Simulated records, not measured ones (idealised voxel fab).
Proc. module: voxel capacitor over wiring
FYI the section here is cut, 275 nm wide, cells are 5 nm squares.
Think of the cross-section as a grid of square cells. We describe it in bands, top to bottom, and each band covers one or more rows of those cells.
What a band's entry tells you: where the top is and where the bottom is, as heights in nm, and after that what lies inside, material by material from left to right, each with its width in nm. Empty space is written as the word "empty", and a single material marked with the word "full width" occupies the band from edge to edge.
Height datum 0, below which the as-received substrate wafer is one material. Lowest band open at the bottom, running downward: "top 0, no bottom".
So if you see something like "30 to 40" for the width, read it as the top row of the band sitting at the first number and the bottom row at the second, with every row in between moving by the same amount as the last.
"same as before" after a step means that no cell of the cross-section changed.
The entry titled "Closed void register" provides the empty spaces that have no open way to the top, restricted to those of 8 cells or more. Each is presented as width x height at distance, the distance being measured from the left edge, with all three in nm.
Where a step's line continues beyond its settings, the continuation is a remark by the simulator itself on that step.
Regarding "overlay nm": on a step with a mask, it is the distance the mask lay to the right of its planned place; a negative value places it to the left.

### Listed below are the process steps as planned
| 1 | RECEIVE (material Si) |
| 2 | CONFORMAL_DEP (material SiO2; thk nm 10) |
| 3 | DIRECTIONAL_DEP (material TiN; thk nm 5) |
| 4 | DIRECTIONAL_DEP (material Ru; thk nm 20) |
| 5 | PATTERN (tone cover; mask id METAL_1; material resist; width nm 20; pitch nm 75; thk nm 20; overlay nm 0) |
| 6 | DIRECTIONAL_ETCH (etch materials Ru; depth nm 20) |
| 7 | DIRECTIONAL_ETCH (etch materials TiN; depth nm 5) |
| 8 | STRIP (etch materials resist) |
| 9 | CONFORMAL_DEP (material SiN; thk nm 5) |
| 10 | FILL_DEP (material SiO2; thk nm 5) |
| 11 | CMP (height nm 35) |
| 12 | CONFORMAL_DEP (material SiCN; thk nm 5) |
| 13 | DIRECTIONAL_DEP (material SiO2; thk nm 15) |
| 14 | DIRECTIONAL_DEP (material aC; thk nm 15) |
| 15 | PATTERN (tone open; mask id PLUG_1; material resist; width nm 15; thk nm 30; overlay nm 0) |
| 16 | DIRECTIONAL_ETCH (etch materials aC; depth nm 15) |
| 17 | STRIP (etch materials resist) |
| 18 | DIRECTIONAL_ETCH (etch materials SiO2; depth nm 15) |
| 19 | DIRECTIONAL_ETCH (etch materials SiCN; depth nm 5) |
| 20 | STRIP (etch materials aC) |
| 21 | CONFORMAL_DEP (material TiN; thk nm 5) |
| 22 | FILL_DEP (material Ru; thk nm 5) |
| 23 | CMP (height nm 55) |
| 24 | DIRECTIONAL_DEP (material TiN; thk nm 5) |
| 25 | DIRECTIONAL_DEP (material Al2O3; thk nm 5) |
| 26 | DIRECTIONAL_DEP (material TiN; thk nm 5) |
| 27 | MASKED_ETCH (tone cover; mask id UPPER_PLATE; width nm 60; etch materials TiN; depth nm 5; overlay nm 0) |
| 28 | MASKED_ETCH (tone cover; mask id UPPER_PLATE; width nm 60; etch materials Al2O3; depth nm 5; overlay nm 0) |
| 29 | PATTERN (tone cover; mask id LOWER_PLATE; material resist; width nm 70; thk nm 15; overlay nm 0) |
| 30 | DIRECTIONAL_ETCH (etch materials TiN; depth nm 5) |
| 31 | STRIP (etch materials resist) |
| 32 | FILL_DEP (material SiO2; thk nm 15) |
| 33 | CMP (height nm 80) |
| 34 | PATTERN (tone open; mask id PLUG_2; material resist; width nm 15; thk nm 20; overlay nm 0) |
| 35 | DIRECTIONAL_ETCH (etch materials SiO2; depth nm 10) |
| 36 | STRIP (etch materials resist) |
| 37 | CONFORMAL_DEP (material TiN; thk nm 5) |
| 38 | FILL_DEP (material Ru; thk nm 5) |
| 39 | CMP (height nm 70) |
| 40 | CONFORMAL_DEP (material SiCN; thk nm 5) |
For clarity, it should be stated that the wafers under discussion commence in an identical condition and differ with respect to the height nm of step 39, the plan indicating the value that the first wafer had.

### The as-received cross-section of the first of several wafers corresponds to the state after step 1
* top 0, no bottom: Si full width
* Closed void register: none

### Heads up, this table goes wafer by wafer. A row tells you, at the end of the module, how many cells of each material that wafer has put on (+) or dropped (-) since it was received, and then its closed voids
height nm 70 | +12 Al2O3 | +35 Ru | +107 SiCN | +63 SiN | +565 SiO2 | +43 TiN | Closed void register: none
height nm 75 | +12 Al2O3 | +35 Ru | +107 SiCN | +63 SiN | +617 SiO2 | +46 TiN | Closed void register: none
height nm 80 | +12 Al2O3 | +36 Ru | +107 SiCN | +63 SiN | +669 SiO2 | +48 TiN | Closed void register: none
height nm 85 | +12 Al2O3 | +37 Ru | +107 SiCN | +63 SiN | +669 SiO2 | +102 TiN | Closed void register: none
height nm 90 | +12 Al2O3 | +92 Ru | +107 SiCN | +63 SiN | +669 SiO2 | +102 TiN | Closed void register: none
